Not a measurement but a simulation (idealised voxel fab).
process module | voxel air gaps
cross-section cut | 185 nm wide | cells 5 nm
A cross-section is a grid of square cells, given in bands from the top down. A band is one or more rows of cells.
Each band's line starts with the height of the band's top and of its bottom, in nm. Then come its materials from left to right, each with its width in nm. One material with "throughout" fills the band from edge to edge. "air" is empty space.
Height 0 is the level under which the wafer as received is all one material. The lowest band goes on downwards, as in "0 down".
A width such as "30 to 40" changes by the same amount from each row of cells to the next, from the band's top row to its bottom row.
"no change" after a step means that no cell of the cross-section changed.
closed voids: empty space of 8 cells or more with no open way to the top, each as width x height at its distance from the left edge, in nm
after a step's settings: what the simulator itself notes on the step
overlay nm, on a step with a mask: how far to the right of its planned place the mask lay; to the left if negative
plan
1 op RECEIVE | material Si
2 op CONFORMAL_DEP | material SiO2 | thk nm 15
3 op CONFORMAL_DEP | material SiN | thk nm 5
4 op DIRECTIONAL_DEP | material SiO2 | thk nm 40
5 op PATTERN | tone open | mask id LINES | material resist | width nm 25 | pitch nm 50 | thk nm 15 | overlay nm 0
6 op DIRECTIONAL_ETCH | etch materials SiO2 | depth nm 40
7 op STRIP | etch materials resist
8 op CONFORMAL_DEP | material TiN | thk nm 5
9 op FILL_DEP | material W | thk nm 10
10 op CMP | height nm 60
11 op EPI | material Ru | thk nm 10
12 op SELECTIVE_ETCH | etch materials SiO2 | depth nm 50
13 op CONFORMAL_DEP | material SiCN | thk nm 5
as received, after step 1
  0 down: Si throughout
  closed voids: none
first wafer at the end, as planned
  75 to 70: air 15 | SiCN 155 | air 15
  70 to 60: air 15 | SiCN 5 | Ru 45 | SiCN 5 | Ru 45 | SiCN 5 | Ru 45 | SiCN 5 | air 15
  60 to 55: air 15 | SiCN 15 | TiN 5 | W 15 | TiN 5 | SiCN 25 | TiN 5 | W 15 | TiN 5 | SiCN 25 | TiN 5 | W 15 | TiN 5 | SiCN 15 | air 15
  55 to 25: air 25 | SiCN 5 | TiN 5 | W 15 | TiN 5 | SiCN 5 | air 15 | SiCN 5 | TiN 5 | W 15 | TiN 5 | SiCN 5 | air 15 | SiCN 5 | TiN 5 | W 15 | TiN 5 | SiCN 5 | air 25
  25 to 20: SiCN 30 | TiN 25 | SiCN 25 | TiN 25 | SiCN 25 | TiN 25 | SiCN 30
  20 to 15: SiN throughout
  15 to 0: SiO2 throughout
  0 down: Si throughout
  closed voids: 15 x 30 at 60; 15 x 30 at 110
second wafer at the end: like start, like plan, one mistake
  75 to 70: SiCN throughout
  70 to 60: Ru 40 | SiCN 5 | Ru 45 | SiCN 5 | Ru 45 | SiCN 5 | Ru 40
  60 to 55: W 25 | TiN 5 | SiCN 25 | TiN 5 | W 15 | TiN 5 | SiCN 25 | TiN 5 | W 15 | TiN 5 | SiCN 25 | TiN 5 | W 25
  55 to 25: W 25 | TiN 5 | SiCN 5 | air 15 | SiCN 5 | TiN 5 | W 15 | TiN 5 | SiCN 5 | air 15 | SiCN 5 | TiN 5 | W 15 | TiN 5 | SiCN 5 | air 15 | SiCN 5 | TiN 5 | W 25
  25 to 20: TiN 30 | SiCN 25 | TiN 25 | SiCN 25 | TiN 25 | SiCN 25 | TiN 30
  20 to 15: SiN throughout
  15 to 0: SiO2 throughout
  0 down: Si throughout
  closed voids: 15 x 30 at 35; 15 x 30 at 85; 15 x 30 at 135
what went wrong: step 5 ran as: op PATTERN | tone cover | mask id LINES | material resist | width nm 25 | pitch nm 50 | thk nm 15 | overlay nm 0
at the end the second wafer has, in cells: 14 more of Ru | 4 fewer of SiCN | 7 more of TiN | 49 more of W
closed voids at the end (first wafer, second wafer): 2, 3
